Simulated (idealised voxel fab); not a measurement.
process module | voxel transistor to metal
cross-section cut | 190 nm wide | cells 5 nm
A cross-section is a grid of square cells, given in bands from the top down. A band is one or more rows of cells.
Each band's line starts with the height of the band's top and of its bottom, in nm. Then come its materials from left to right, each with its width in nm. One material with "throughout" fills the band from edge to edge. "air" is empty space.
Height 0 is the level under which the wafer as received is all one material. The lowest band goes on downwards, as in "0 down".
A width such as "30 to 40" changes by the same amount from each row of cells to the next, from the band's top row to its bottom row.
"no change" after a step means that no cell of the cross-section changed.
closed voids: empty space of 8 cells or more with no open way to the top, each as width x height at its distance from the left edge, in nm
after a step's settings: what the simulator itself notes on the step
overlay nm, on a step with a mask: how far to the right of its planned place the mask lay; to the left if negative
plan
1 op RECEIVE | material Si
2 op CONFORMAL_DEP | material SiO2 | thk nm 5
3 op CONFORMAL_DEP | material SiN | thk nm 15
4 op MASKED_ETCH | tone cover | mask id ACTIVE | width nm 115 | etch materials SiN | depth nm 15 | overlay nm 0
5 op MASKED_ETCH | tone cover | mask id ACTIVE | width nm 115 | etch materials SiO2 | depth nm 5 | overlay nm 0
6 op MASKED_ETCH | tone cover | mask id ACTIVE | width nm 115 | etch materials Si | depth nm 20 | overlay nm 0
7 op FILL_DEP | material SiO2 | thk nm 5
8 op CMP | height nm 20
9 op SELECTIVE_ETCH | etch materials SiO2 | depth nm 10
10 op STRIP | etch materials SiN
11 op SELECTIVE_ETCH | etch materials SiO2 | depth nm 5
12 op OXIDIZE | depth nm 5
13 op DIRECTIONAL_DEP | material polySi | thk nm 30
14 op DIRECTIONAL_DEP | material SiCN | thk nm 15
15 op DIRECTIONAL_DEP | material aC | thk nm 10
16 op PATTERN | tone cover | mask id GATE | material resist | width nm 25 | thk nm 25 | overlay nm 0
17 op DIRECTIONAL_ETCH | etch materials aC | depth nm 10
18 op STRIP | etch materials resist
19 op DIRECTIONAL_ETCH | etch materials SiCN | depth nm 25
20 op DIRECTIONAL_ETCH | etch materials polySi | depth nm 40
21 op STRIP | etch materials aC
22 op CONFORMAL_DEP | material SiN | thk nm 5
23 op DIRECTIONAL_ETCH | etch materials SiN | depth nm 5
24 op DIRECTIONAL_ETCH | etch materials SiO2 | depth nm 5
25 op DIRECTIONAL_ETCH | etch materials Si | depth nm 5
26 op EPI | material nSi | thk nm 5
27 op FILL_DEP | material SiO2 | thk nm 5
28 op CMP | height nm 30
29 op STRIP | etch materials polySi
30 op SELECTIVE_ETCH | etch materials SiO2 | depth nm 5
31 op CONFORMAL_DEP | material HfO2 | thk nm 5
32 op CONFORMAL_DEP | material TiN | thk nm 5
33 op FILL_DEP | material W | thk nm 5
34 op CMP | height nm 25
35 op DIRECTIONAL_DEP | material SiO2 | thk nm 10
36 op DIRECTIONAL_DEP | material aC | thk nm 15
37 op PATTERN | tone open | mask id CONTACT | material resist | width nm 20 | pitch nm 85 | thk nm 35 | overlay nm 0
38 op DIRECTIONAL_ETCH | etch materials aC | depth nm 15
39 op STRIP | etch materials resist
40 op DIRECTIONAL_ETCH | etch materials SiO2 | depth nm 40
41 op STRIP | etch materials aC
42 op CONFORMAL_DEP | material TiN | thk nm 5
43 op FILL_DEP | material W | thk nm 5
44 op CMP | height nm 35
45 op DIRECTIONAL_DEP | material TiN | thk nm 5
46 op DIRECTIONAL_DEP | material Ru | thk nm 25
47 op PATTERN | tone cover | mask id METAL_1 | material resist | width nm 20 | pitch nm 85 | thk nm 20 | overlay nm 0
48 op DIRECTIONAL_ETCH | etch materials Ru | depth nm 25
49 op DIRECTIONAL_ETCH | etch materials TiN | depth nm 5
50 op STRIP | etch materials resist
51 op FILL_DEP | material lowk | thk nm 5
52 op CMP | height nm 65
53 op CONFORMAL_DEP | material SiCN | thk nm 5
54 op DIRECTIONAL_DEP | material SiO2 | thk nm 30
55 op DIRECTIONAL_DEP | material aC | thk nm 15
56 op PATTERN | tone open | mask id METAL_2 | material resist | width nm 20 | pitch nm 85 | thk nm 30 | overlay nm 0
57 op DIRECTIONAL_ETCH | etch materials aC | depth nm 15
58 op STRIP | etch materials resist
59 op DIRECTIONAL_ETCH | etch materials SiO2 | depth nm 15
60 op STRIP | etch materials aC
61 op DIRECTIONAL_DEP | material aC | thk nm 15
62 op PATTERN | tone open | mask id METAL_2_HOLES | material resist | width nm 15 | pitch nm 85 | thk nm 35 | overlay nm 0
63 op DIRECTIONAL_ETCH | etch materials aC | depth nm 15
64 op STRIP | etch materials resist
65 op DIRECTIONAL_ETCH | etch materials SiO2 | depth nm 15
66 op DIRECTIONAL_ETCH | etch materials SiCN | depth nm 5
67 op STRIP | etch materials aC
68 op CONFORMAL_DEP | material TiN | thk nm 5
69 op FILL_DEP | material Cu | thk nm 5
70 op CMP | height nm 100
71 op CONFORMAL_DEP | material SiCN | thk nm 5
first wafer, as planned
as received, after step 1
  0 down: Si throughout
  closed voids: none
after step 2
  5 to 0: SiO2 throughout
  below 0: unchanged
after step 3
  20 to 5: SiN throughout
  below 5: unchanged
after step 4
  20 to 5: air 35 | SiN 115 | air 40
  below 5: unchanged
after step 5
  20 to 5: air 35 | SiN 115 | air 40
  5 to 0: air 35 | SiO2 115 | air 40
  below 0: unchanged
after step 6
  20 to 5: air 35 | SiN 115 | air 40
  5 to 0: air 35 | SiO2 115 | air 40
  0 to -20: air 35 | Si 115 | air 40
  below -20: unchanged
after step 7
  25 to 20: SiO2 throughout
  20 to 5: SiO2 35 | SiN 115 | SiO2 40
  5 to 0: SiO2 throughout
  0 to -20: SiO2 35 | Si 115 | SiO2 40
  below -20: unchanged
after step 8
  20 to 5: SiO2 35 | SiN 115 | SiO2 40
  below 5: unchanged
after step 9
  20 to 10: air 35 | SiN 115 | air 40
  below 10: unchanged
after step 10
  10 to 5: SiO2 35 | air 115 | SiO2 40
  below 5: unchanged
after step 11
  5 to 0: SiO2 30 | air 125 | SiO2 35
  below 0: unchanged
after step 12
  5 to 0: SiO2 30 | air 125 | SiO2 35
  0 to -5: SiO2 throughout
  below -5: unchanged
after step 13
  35 to 30: polySi 30 | air 125 | polySi 35
  30 to 5: polySi throughout
  5 to 0: SiO2 30 | polySi 125 | SiO2 35
  below 0: unchanged
after step 14
  50 to 45: SiCN 30 | air 125 | SiCN 35
  45 to 35: SiCN throughout
  35 to 30: polySi 30 | SiCN 125 | polySi 35
  below 30: unchanged
after step 15
  60 to 55: aC 30 | air 125 | aC 35
  55 to 50: aC throughout
  50 to 45: SiCN 30 | aC 125 | SiCN 35
  below 45: unchanged
after step 16
  85 to 60: air 80 | resist 25 | air 85
  60 to 55: aC 30 | air 50 | resist 25 | air 50 | aC 35
  below 55: unchanged
after step 17
  75 to 55: air 80 | resist 25 | air 85
  55 to 50: air 80 | aC 25 | air 85
  50 to 45: SiCN 30 | air 50 | aC 25 | air 50 | SiCN 35
  below 45: unchanged
after step 18
  55 to 50: air 80 | aC 25 | air 85
  below 50: unchanged
after step 19
  55 to 45: air 80 | aC 25 | air 85
  45 to 35: air 80 | SiCN 25 | air 85
  35 to 30: polySi 30 | air 50 | SiCN 25 | air 50 | polySi 35
  below 30: unchanged
after step 20
  55 to 45: air 80 | aC 25 | air 85
  45 to 30: air 80 | SiCN 25 | air 85
  30 to 5: air 80 | polySi 25 | air 85
  5 to 0: SiO2 30 | air 50 | polySi 25 | air 50 | SiO2 35
  below 0: unchanged
after step 21
  45 to 30: air 80 | SiCN 25 | air 85
  below 30: unchanged
after step 22
  50 to 45: air 75 | SiN 35 | air 80
  45 to 30: air 75 | SiN 5 | SiCN 25 | SiN 5 | air 80
  30 to 10: air 75 | SiN 5 | polySi 25 | SiN 5 | air 80
  10 to 5: SiN 35 | air 40 | SiN 5 | polySi 25 | SiN 5 | air 40 | SiN 40
  5 to 0: SiO2 30 | SiN 50 | polySi 25 | SiN 50 | SiO2 35
  below 0: unchanged
after step 23
  45 to 30: air 75 | SiN 5 | SiCN 25 | SiN 5 | air 80
  30 to 5: air 75 | SiN 5 | polySi 25 | SiN 5 | air 80
  5 to 0: SiO2 30 | SiN 5 | air 40 | SiN 5 | polySi 25 | SiN 5 | air 40 | SiN 5 | SiO2 35
  below 0: unchanged
after step 24
  45 to 30: air 75 | SiN 5 | SiCN 25 | SiN 5 | air 80
  30 to 5: air 75 | SiN 5 | polySi 25 | SiN 5 | air 80
  5 to 0: air 30 | SiN 5 | air 40 | SiN 5 | polySi 25 | SiN 5 | air 40 | SiN 5 | air 35
  0 to -5: SiO2 35 | air 40 | SiO2 35 | air 40 | SiO2 40
  below -5: unchanged
after step 25
  45 to 30: air 75 | SiN 5 | SiCN 25 | SiN 5 | air 80
  30 to 5: air 75 | SiN 5 | polySi 25 | SiN 5 | air 80
  5 to 0: air 30 | SiN 5 | air 40 | SiN 5 | polySi 25 | SiN 5 | air 40 | SiN 5 | air 35
  0 to -5: SiO2 35 | air 40 | SiO2 35 | air 40 | SiO2 40
  -5 to -10: SiO2 35 | air 40 | Si 35 | air 40 | SiO2 40
  below -10: unchanged
after step 26
  45 to 30: air 75 | SiN 5 | SiCN 25 | SiN 5 | air 80
  30 to 5: air 75 | SiN 5 | polySi 25 | SiN 5 | air 80
  5 to 0: air 30 | SiN 5 | air 40 | SiN 5 | polySi 25 | SiN 5 | air 40 | SiN 5 | air 35
  0 to -5: SiO2 35 | air 35 | nSi 5 | SiO2 35 | nSi 5 | air 35 | SiO2 40
  -5 to -10: SiO2 35 | nSi 40 | Si 35 | nSi 40 | SiO2 40
  below -10: unchanged
after step 27
  50 to 45: SiO2 throughout
  45 to 30: SiO2 75 | SiN 5 | SiCN 25 | SiN 5 | SiO2 80
  30 to 5: SiO2 75 | SiN 5 | polySi 25 | SiN 5 | SiO2 80
  5 to 0: SiO2 30 | SiN 5 | SiO2 40 | SiN 5 | polySi 25 | SiN 5 | SiO2 40 | SiN 5 | SiO2 35
  0 to -5: SiO2 70 | nSi 5 | SiO2 35 | nSi 5 | SiO2 75
  below -5: unchanged
after step 28
  30 to 5: SiO2 75 | SiN 5 | polySi 25 | SiN 5 | SiO2 80
  below 5: unchanged
after step 29
  30 to 5: SiO2 75 | SiN 5 | air 25 | SiN 5 | SiO2 80
  5 to 0: SiO2 30 | SiN 5 | SiO2 40 | SiN 5 | air 25 | SiN 5 | SiO2 40 | SiN 5 | SiO2 35
  below 0: unchanged
after step 30
  30 to 25: air 75 | SiN 5 | air 25 | SiN 5 | air 80
  25 to 5: SiO2 75 | SiN 5 | air 25 | SiN 5 | SiO2 80
  5 to 0: SiO2 30 | SiN 5 | SiO2 40 | SiN 5 | air 25 | SiN 5 | SiO2 40 | SiN 5 | SiO2 35
  0 to -5: SiO2 70 | nSi 5 | air 35 | nSi 5 | SiO2 75
  below -5: unchanged
after step 31
  35 to 30: air 70 | HfO2 15 | air 15 | HfO2 15 | air 75
  30 to 25: HfO2 75 | SiN 5 | HfO2 5 | air 15 | HfO2 5 | SiN 5 | HfO2 80
  25 to 5: SiO2 75 | SiN 5 | HfO2 5 | air 15 | HfO2 5 | SiN 5 | SiO2 80
  5 to 0: SiO2 30 | SiN 5 | SiO2 40 | SiN 5 | HfO2 5 | air 15 | HfO2 5 | SiN 5 | SiO2 40 | SiN 5 | SiO2 35
  0 to -5: SiO2 70 | nSi 5 | HfO2 35 | nSi 5 | SiO2 75
  below -5: unchanged
after step 32
  40 to 35: air 65 | TiN 25 | air 5 | TiN 25 | air 70
  35 to 30: TiN 70 | HfO2 15 | TiN 5 | air 5 | TiN 5 | HfO2 15 | TiN 75
  30 to 25: HfO2 75 | SiN 5 | HfO2 5 | TiN 5 | air 5 | TiN 5 | HfO2 5 | SiN 5 | HfO2 80
  25 to 5: SiO2 75 | SiN 5 | HfO2 5 | TiN 5 | air 5 | TiN 5 | HfO2 5 | SiN 5 | SiO2 80
  5 to 0: SiO2 30 | SiN 5 | SiO2 40 | SiN 5 | HfO2 5 | TiN 15 | HfO2 5 | SiN 5 | SiO2 40 | SiN 5 | SiO2 35
  below 0: unchanged
after step 33
  45 to 40: W throughout
  40 to 35: W 65 | TiN 25 | W 5 | TiN 25 | W 70
  35 to 30: TiN 70 | HfO2 15 | TiN 5 | W 5 | TiN 5 | HfO2 15 | TiN 75
  30 to 25: HfO2 75 | SiN 5 | HfO2 5 | TiN 5 | W 5 | TiN 5 | HfO2 5 | SiN 5 | HfO2 80
  25 to 5: SiO2 75 | SiN 5 | HfO2 5 | TiN 5 | W 5 | TiN 5 | HfO2 5 | SiN 5 | SiO2 80
  below 5: unchanged
after step 34
  25 to 5: SiO2 75 | SiN 5 | HfO2 5 | TiN 5 | W 5 | TiN 5 | HfO2 5 | SiN 5 | SiO2 80
  below 5: unchanged
after step 35
  35 to 25: SiO2 throughout
  below 25: unchanged
after step 36
  50 to 35: aC throughout
  below 35: unchanged
after step 37
  85 to 50: resist 40 | air 20 | resist 65 | air 20 | resist 45
  below 50: unchanged
after step 38
  70 to 50: resist 40 | air 20 | resist 65 | air 20 | resist 45
  50 to 35: aC 40 | air 20 | aC 65 | air 20 | aC 45
  below 35: unchanged
after step 39
  50 to 35: aC 40 | air 20 | aC 65 | air 20 | aC 45
  below 35: unchanged
after step 40
  50 to 35: aC 40 | air 20 | aC 65 | air 20 | aC 45
  35 to 25: SiO2 40 | air 20 | SiO2 65 | air 20 | SiO2 45
  25 to 5: SiO2 40 | air 20 | SiO2 15 | SiN 5 | HfO2 5 | TiN 5 | W 5 | TiN 5 | HfO2 5 | SiN 5 | SiO2 15 | air 20 | SiO2 45
  5 to 0: SiO2 30 | SiN 5 | SiO2 5 | air 20 | SiO2 15 | SiN 5 | HfO2 5 | TiN 15 | HfO2 5 | SiN 5 | SiO2 15 | air 20 | SiO2 5 | SiN 5 | SiO2 35
  0 to -5: SiO2 40 | air 20 | SiO2 10 | nSi 5 | HfO2 35 | nSi 5 | SiO2 10 | air 20 | SiO2 45
  below -5: unchanged
after step 41
  35 to 25: SiO2 40 | air 20 | SiO2 65 | air 20 | SiO2 45
  below 25: unchanged
after step 42
  40 to 35: TiN 45 | air 10 | TiN 75 | air 10 | TiN 50
  35 to 25: SiO2 40 | TiN 5 | air 10 | TiN 5 | SiO2 65 | TiN 5 | air 10 | TiN 5 | SiO2 45
  25 to 5: SiO2 40 | TiN 5 | air 10 | TiN 5 | SiO2 15 | SiN 5 | HfO2 5 | TiN 5 | W 5 | TiN 5 | HfO2 5 | SiN 5 | SiO2 15 | TiN 5 | air 10 | TiN 5 | SiO2 45
  5 to 0: SiO2 30 | SiN 5 | SiO2 5 | TiN 5 | air 10 | TiN 5 | SiO2 15 | SiN 5 | HfO2 5 | TiN 15 | HfO2 5 | SiN 5 | SiO2 15 | TiN 5 | air 10 | TiN 5 | SiO2 5 | SiN 5 | SiO2 35
  0 to -5: SiO2 40 | TiN 20 | SiO2 10 | nSi 5 | HfO2 35 | nSi 5 | SiO2 10 | TiN 20 | SiO2 45
  below -5: unchanged
after step 43
  45 to 40: W throughout
  40 to 35: TiN 45 | W 10 | TiN 75 | W 10 | TiN 50
  35 to 25: SiO2 40 | TiN 5 | W 10 | TiN 5 | SiO2 65 | TiN 5 | W 10 | TiN 5 | SiO2 45
  25 to 5: SiO2 40 | TiN 5 | W 10 | TiN 5 | SiO2 15 | SiN 5 | HfO2 5 | TiN 5 | W 5 | TiN 5 | HfO2 5 | SiN 5 | SiO2 15 | TiN 5 | W 10 | TiN 5 | SiO2 45
  5 to 0: SiO2 30 | SiN 5 | SiO2 5 | TiN 5 | W 10 | TiN 5 | SiO2 15 | SiN 5 | HfO2 5 | TiN 15 | HfO2 5 | SiN 5 | SiO2 15 | TiN 5 | W 10 | TiN 5 | SiO2 5 | SiN 5 | SiO2 35
  below 0: unchanged
after step 44
  35 to 25: SiO2 40 | TiN 5 | W 10 | TiN 5 | SiO2 65 | TiN 5 | W 10 | TiN 5 | SiO2 45
  below 25: unchanged
after step 45
  40 to 35: TiN throughout
  below 35: unchanged
after step 46
  65 to 40: Ru throughout
  below 40: unchanged
after step 47
  85 to 65: air 40 | resist 20 | air 65 | resist 20 | air 45
  below 65: unchanged
after step 48
  85 to 65: air 40 | resist 20 | air 65 | resist 20 | air 45
  65 to 40: air 40 | Ru 20 | air 65 | Ru 20 | air 45
  below 40: unchanged
after step 49
  85 to 65: air 40 | resist 20 | air 65 | resist 20 | air 45
  65 to 40: air 40 | Ru 20 | air 65 | Ru 20 | air 45
  40 to 35: air 40 | TiN 20 | air 65 | TiN 20 | air 45
  below 35: unchanged
after step 50
  65 to 40: air 40 | Ru 20 | air 65 | Ru 20 | air 45
  below 40: unchanged
after step 51
  70 to 65: lowk throughout
  65 to 40: lowk 40 | Ru 20 | lowk 65 | Ru 20 | lowk 45
  40 to 35: lowk 40 | TiN 20 | lowk 65 | TiN 20 | lowk 45
  below 35: unchanged
after step 52
  65 to 40: lowk 40 | Ru 20 | lowk 65 | Ru 20 | lowk 45
  below 40: unchanged
after step 53
  70 to 65: SiCN throughout
  below 65: unchanged
after step 54
  100 to 70: SiO2 throughout
  below 70: unchanged
after step 55
  115 to 100: aC throughout
  below 100: unchanged
after step 56
  145 to 115: resist 40 | air 20 | resist 65 | air 20 | resist 45
  below 115: unchanged
after step 57
  130 to 115: resist 40 | air 20 | resist 65 | air 20 | resist 45
  115 to 100: aC 40 | air 20 | aC 65 | air 20 | aC 45
  below 100: unchanged
after step 58
  115 to 100: aC 40 | air 20 | aC 65 | air 20 | aC 45
  below 100: unchanged
after step 59
  115 to 100: aC 40 | air 20 | aC 65 | air 20 | aC 45
  100 to 85: SiO2 40 | air 20 | SiO2 65 | air 20 | SiO2 45
  below 85: unchanged
after step 60
  100 to 85: SiO2 40 | air 20 | SiO2 65 | air 20 | SiO2 45
  below 85: unchanged
after step 61
  115 to 100: aC 40 | air 20 | aC 65 | air 20 | aC 45
  100 to 85: SiO2 40 | aC 20 | SiO2 65 | aC 20 | SiO2 45
  below 85: unchanged
after step 62
  150 to 115: resist 40 | air 15 | resist 70 | air 15 | resist 50
  115 to 100: aC 40 | air 15 | resist 5 | aC 65 | air 15 | resist 5 | aC 45
  below 100: unchanged
after step 63
  135 to 115: resist 40 | air 15 | resist 70 | air 15 | resist 50
  115 to 100: aC 40 | air 15 | resist 5 | aC 65 | air 15 | resist 5 | aC 45
  100 to 85: SiO2 40 | air 15 | aC 5 | SiO2 65 | air 15 | aC 5 | SiO2 45
  below 85: unchanged
after step 64
  115 to 100: aC 40 | air 20 | aC 65 | air 20 | aC 45
  below 100: unchanged
after step 65
  115 to 100: aC 40 | air 20 | aC 65 | air 20 | aC 45
  100 to 85: SiO2 40 | air 15 | aC 5 | SiO2 65 | air 15 | aC 5 | SiO2 45
  85 to 70: SiO2 40 | air 15 | SiO2 70 | air 15 | SiO2 50
  below 70: unchanged
after step 66
  115 to 100: aC 40 | air 20 | aC 65 | air 20 | aC 45
  100 to 85: SiO2 40 | air 15 | aC 5 | SiO2 65 | air 15 | aC 5 | SiO2 45
  85 to 70: SiO2 40 | air 15 | SiO2 70 | air 15 | SiO2 50
  70 to 65: SiCN 40 | air 15 | SiCN 70 | air 15 | SiCN 50
  below 65: unchanged
after step 67
  100 to 85: SiO2 40 | air 20 | SiO2 65 | air 20 | SiO2 45
  below 85: unchanged
after step 68
  105 to 100: TiN 45 | air 10 | TiN 75 | air 10 | TiN 50
  100 to 90: SiO2 40 | TiN 5 | air 10 | TiN 5 | SiO2 65 | TiN 5 | air 10 | TiN 5 | SiO2 45
  90 to 85: SiO2 40 | TiN 5 | air 5 | TiN 10 | SiO2 65 | TiN 5 | air 5 | TiN 10 | SiO2 45
  85 to 70: SiO2 40 | TiN 5 | air 5 | TiN 5 | SiO2 70 | TiN 5 | air 5 | TiN 5 | SiO2 50
  70 to 65: SiCN 40 | TiN 15 | SiCN 70 | TiN 15 | SiCN 50
  below 65: unchanged
after step 69
  110 to 105: Cu throughout
  105 to 100: TiN 45 | Cu 10 | TiN 75 | Cu 10 | TiN 50
  100 to 90: SiO2 40 | TiN 5 | Cu 10 | TiN 5 | SiO2 65 | TiN 5 | Cu 10 | TiN 5 | SiO2 45
  90 to 85: SiO2 40 | TiN 5 | Cu 5 | TiN 10 | SiO2 65 | TiN 5 | Cu 5 | TiN 10 | SiO2 45
  85 to 70: SiO2 40 | TiN 5 | Cu 5 | TiN 5 | SiO2 70 | TiN 5 | Cu 5 | TiN 5 | SiO2 50
  below 70: unchanged
after step 70
  100 to 90: SiO2 40 | TiN 5 | Cu 10 | TiN 5 | SiO2 65 | TiN 5 | Cu 10 | TiN 5 | SiO2 45
  below 90: unchanged
after step 71
  105 to 100: SiCN throughout
  below 100: unchanged
second wafer: like start, like plan, one mistake. Through step 46 it matches the first wafer
when step 47 should have ended
  85 to 65: air 35 | resist 30 | air 55 | resist 30 | air 40
  below 65: unchanged
when step 48 should have ended
  85 to 65: air 35 | resist 30 | air 55 | resist 30 | air 40
  65 to 40: air 35 | Ru 30 | air 55 | Ru 30 | air 40
  below 40: unchanged
when step 49 should have ended
  85 to 65: air 35 | resist 30 | air 55 | resist 30 | air 40
  65 to 40: air 35 | Ru 30 | air 55 | Ru 30 | air 40
  40 to 35: air 35 | TiN 30 | air 55 | TiN 30 | air 40
  below 35: unchanged
when step 50 should have ended
  65 to 40: air 35 | Ru 30 | air 55 | Ru 30 | air 40
  below 40: unchanged
when step 51 should have ended
  70 to 65: lowk throughout
  65 to 40: lowk 35 | Ru 30 | lowk 55 | Ru 30 | lowk 40
  40 to 35: lowk 35 | TiN 30 | lowk 55 | TiN 30 | lowk 40
  below 35: unchanged
when step 52 should have ended
  65 to 40: lowk 35 | Ru 30 | lowk 55 | Ru 30 | lowk 40
  below 40: unchanged
when step 53 should have ended
  70 to 65: SiCN throughout
  below 65: unchanged
when step 54 should have ended
  100 to 70: SiO2 throughout
  below 70: unchanged
when step 55 should have ended
  115 to 100: aC throughout
  below 100: unchanged
when step 56 should have ended
  145 to 115: resist 40 | air 20 | resist 65 | air 20 | resist 45
  below 115: unchanged
when step 57 should have ended
  130 to 115: resist 40 | air 20 | resist 65 | air 20 | resist 45
  115 to 100: aC 40 | air 20 | aC 65 | air 20 | aC 45
  below 100: unchanged
when step 58 should have ended
  115 to 100: aC 40 | air 20 | aC 65 | air 20 | aC 45
  below 100: unchanged
when step 59 should have ended
  115 to 100: aC 40 | air 20 | aC 65 | air 20 | aC 45
  100 to 85: SiO2 40 | air 20 | SiO2 65 | air 20 | SiO2 45
  below 85: unchanged
when step 60 should have ended
  100 to 85: SiO2 40 | air 20 | SiO2 65 | air 20 | SiO2 45
  below 85: unchanged
when step 61 should have ended
  115 to 100: aC 40 | air 20 | aC 65 | air 20 | aC 45
  100 to 85: SiO2 40 | aC 20 | SiO2 65 | aC 20 | SiO2 45
  below 85: unchanged
when step 62 should have ended
  150 to 115: resist 40 | air 15 | resist 70 | air 15 | resist 50
  115 to 100: aC 40 | air 15 | resist 5 | aC 65 | air 15 | resist 5 | aC 45
  below 100: unchanged
when step 63 should have ended
  135 to 115: resist 40 | air 15 | resist 70 | air 15 | resist 50
  115 to 100: aC 40 | air 15 | resist 5 | aC 65 | air 15 | resist 5 | aC 45
  100 to 85: SiO2 40 | air 15 | aC 5 | SiO2 65 | air 15 | aC 5 | SiO2 45
  below 85: unchanged
when step 64 should have ended
  115 to 100: aC 40 | air 20 | aC 65 | air 20 | aC 45
  below 100: unchanged
when step 65 should have ended
  115 to 100: aC 40 | air 20 | aC 65 | air 20 | aC 45
  100 to 85: SiO2 40 | air 15 | aC 5 | SiO2 65 | air 15 | aC 5 | SiO2 45
  85 to 70: SiO2 40 | air 15 | SiO2 70 | air 15 | SiO2 50
  below 70: unchanged
when step 66 should have ended
  115 to 100: aC 40 | air 20 | aC 65 | air 20 | aC 45
  100 to 85: SiO2 40 | air 15 | aC 5 | SiO2 65 | air 15 | aC 5 | SiO2 45
  85 to 70: SiO2 40 | air 15 | SiO2 70 | air 15 | SiO2 50
  70 to 65: SiCN 40 | air 15 | SiCN 70 | air 15 | SiCN 50
  below 65: unchanged
when step 67 should have ended
  100 to 85: SiO2 40 | air 20 | SiO2 65 | air 20 | SiO2 45
  below 85: unchanged
when step 68 should have ended
  105 to 100: TiN 45 | air 10 | TiN 75 | air 10 | TiN 50
  100 to 90: SiO2 40 | TiN 5 | air 10 | TiN 5 | SiO2 65 | TiN 5 | air 10 | TiN 5 | SiO2 45
  90 to 85: SiO2 40 | TiN 5 | air 5 | TiN 10 | SiO2 65 | TiN 5 | air 5 | TiN 10 | SiO2 45
  85 to 70: SiO2 40 | TiN 5 | air 5 | TiN 5 | SiO2 70 | TiN 5 | air 5 | TiN 5 | SiO2 50
  70 to 65: SiCN 40 | TiN 15 | SiCN 70 | TiN 15 | SiCN 50
  below 65: unchanged
when step 69 should have ended
  110 to 105: Cu throughout
  105 to 100: TiN 45 | Cu 10 | TiN 75 | Cu 10 | TiN 50
  100 to 90: SiO2 40 | TiN 5 | Cu 10 | TiN 5 | SiO2 65 | TiN 5 | Cu 10 | TiN 5 | SiO2 45
  90 to 85: SiO2 40 | TiN 5 | Cu 5 | TiN 10 | SiO2 65 | TiN 5 | Cu 5 | TiN 10 | SiO2 45
  85 to 70: SiO2 40 | TiN 5 | Cu 5 | TiN 5 | SiO2 70 | TiN 5 | Cu 5 | TiN 5 | SiO2 50
  below 70: unchanged
when step 70 should have ended
  100 to 90: SiO2 40 | TiN 5 | Cu 10 | TiN 5 | SiO2 65 | TiN 5 | Cu 10 | TiN 5 | SiO2 45
  below 90: unchanged
when step 71 should have ended
  105 to 100: SiCN throughout
  below 100: unchanged
what went wrong: step 47 ran as: op PATTERN | tone cover | mask id METAL_1 | material resist | width nm 30 | pitch nm 85 | thk nm 20 | overlay nm 0
at the end the second wafer has, in cells: 20 more of Ru | 4 more of TiN | 24 fewer of lowk
